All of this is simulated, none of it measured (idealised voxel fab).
The following is a process module called voxel wiring stack.
For reference, the cross-section in this document is cut, with width 190 nm and square cells of 5 nm.
Cross-sections here: square-cell grids, written as top-down lists of bands, a band being one or more rows of cells.
Band entry format. Leading values: height of top, height of bottom, nm. Remainder: materials in left-to-right order, each with its width in nm. Special words: "everywhere" on a single material, which then fills the band edge to edge; "blank", empty space.
For the purposes of this specification, 0 denotes the height below which the wafer in its as-received condition is composed wholly of one material, and the lowermost band, lacking a lower limit, extends downward without end, as expressed in "0 -> down".
When a width is written as two numbers, as in "30->40", the first number is the width in the top row of cells of the band and the second is the width in its bottom row, and the width changes by the same amount from each row to the next.
Where a step carries "stayed the same", the cross-section came out of it unchanged, cell for cell.
If an empty space has no open way to the top and is at least 8 cells in size, "Sealed internal cavities" lists it, written width x height at distance, where distance is measured from the left edge and every value is in nm.
Text after the settings on a step's line: the simulator's own remark on that step.
The setting "overlay nm" may be written on the line of a step. When the step uses a mask, the value reports how far to the right of the planned place the mask lay, and a negative value reports that it lay to the left.

BELOW IS THE LIST OF PLANNED PROCESS STEPS
1. RECEIVE, material Si
2. CONFORMAL_DEP, material SiO2, thk nm 10
3. DIRECTIONAL_DEP, material TiN, thk nm 5
4. DIRECTIONAL_DEP, material Ru, thk nm 20
5. PATTERN, tone cover, mask id METAL_1, material resist, width nm 20, pitch nm 45, thk nm 20, overlay nm 0
6. DIRECTIONAL_ETCH, etch materials Ru, depth nm 20
7. DIRECTIONAL_ETCH, etch materials TiN, depth nm 5
8. STRIP, etch materials resist
9. CONFORMAL_DEP, material SiN, thk nm 5
10. FILL_DEP, material SiO2, thk nm 5
11. CMP, height nm 35
12. CONFORMAL_DEP, material SiCN, thk nm 5
13. DIRECTIONAL_DEP, material lowk, thk nm 35
14. DIRECTIONAL_DEP, material aC, thk nm 10
15. PATTERN, tone open, mask id METAL_2, material resist, width nm 20, pitch nm 45, thk nm 25, overlay nm 0
16. DIRECTIONAL_ETCH, etch materials aC, depth nm 10
17. STRIP, etch materials resist
18. DIRECTIONAL_ETCH, etch materials lowk, depth nm 20
19. STRIP, etch materials aC
20. MASKED_ETCH, tone open, mask id METAL_2_HOLES, width nm 15, pitch nm 45, etch materials lowk, depth nm 15, overlay nm 0
21. MASKED_ETCH, tone open, mask id METAL_2_HOLES, width nm 15, pitch nm 45, etch materials SiCN, depth nm 5, overlay nm 0
22. CONFORMAL_DEP, material TiN, thk nm 5
23. FILL_DEP, material Cu, thk nm 5
24. CMP, height nm 75
25. CONFORMAL_DEP, material SiN, thk nm 5

DELIVERED WAFER IN CROSS-SECTION: STATE AFTER STEP 1
  0 -> down | Si everywhere
  Sealed internal cavities: none

WHAT THE WAFER LOOKS LIKE IN CROSS-SECTION AFTER THIS MODULE, WHEN IT STARTS AS SHOWN ABOVE AND FOLLOWS THE PLAN ABOVE BUT ONE MISTAKE IS MADE IN RUNNING IT
  80 -> 75 | SiN everywhere
  75 -> 65 | 60 nm lowk  5 nm TiN  10->5 nm Cu  5->10 nm TiN  25 nm lowk  5 nm TiN  10->5 nm Cu  5->10 nm TiN  65 nm lowk
  65 -> 50 | 60 nm lowk  5 nm TiN  5 nm Cu  5 nm TiN  30 nm lowk  5 nm TiN  5 nm Cu  5 nm TiN  70 nm lowk
  50 -> 45 | 60 nm SiCN  15 nm TiN  30 nm SiCN  15 nm TiN  70 nm SiCN
  45 -> 35 | SiCN everywhere
  35 -> 15 | 55 nm SiO2  5 nm SiN  20 nm Ru  5 nm SiN  15 nm SiO2  5 nm SiN  20 nm Ru  5 nm SiN  60 nm SiO2
  15 -> 10 | 60 nm SiN  20 nm TiN  25 nm SiN  20 nm TiN  65 nm SiN
  10 -> 0 | SiO2 everywhere
  0 -> down | Si everywhere
  Sealed internal cavities: none
Heads up, the wafer didn't run the way we planned it: note that step 12 departed from the planned setting and was carried out as CONFORMAL_DEP, material SiCN, thk nm 15
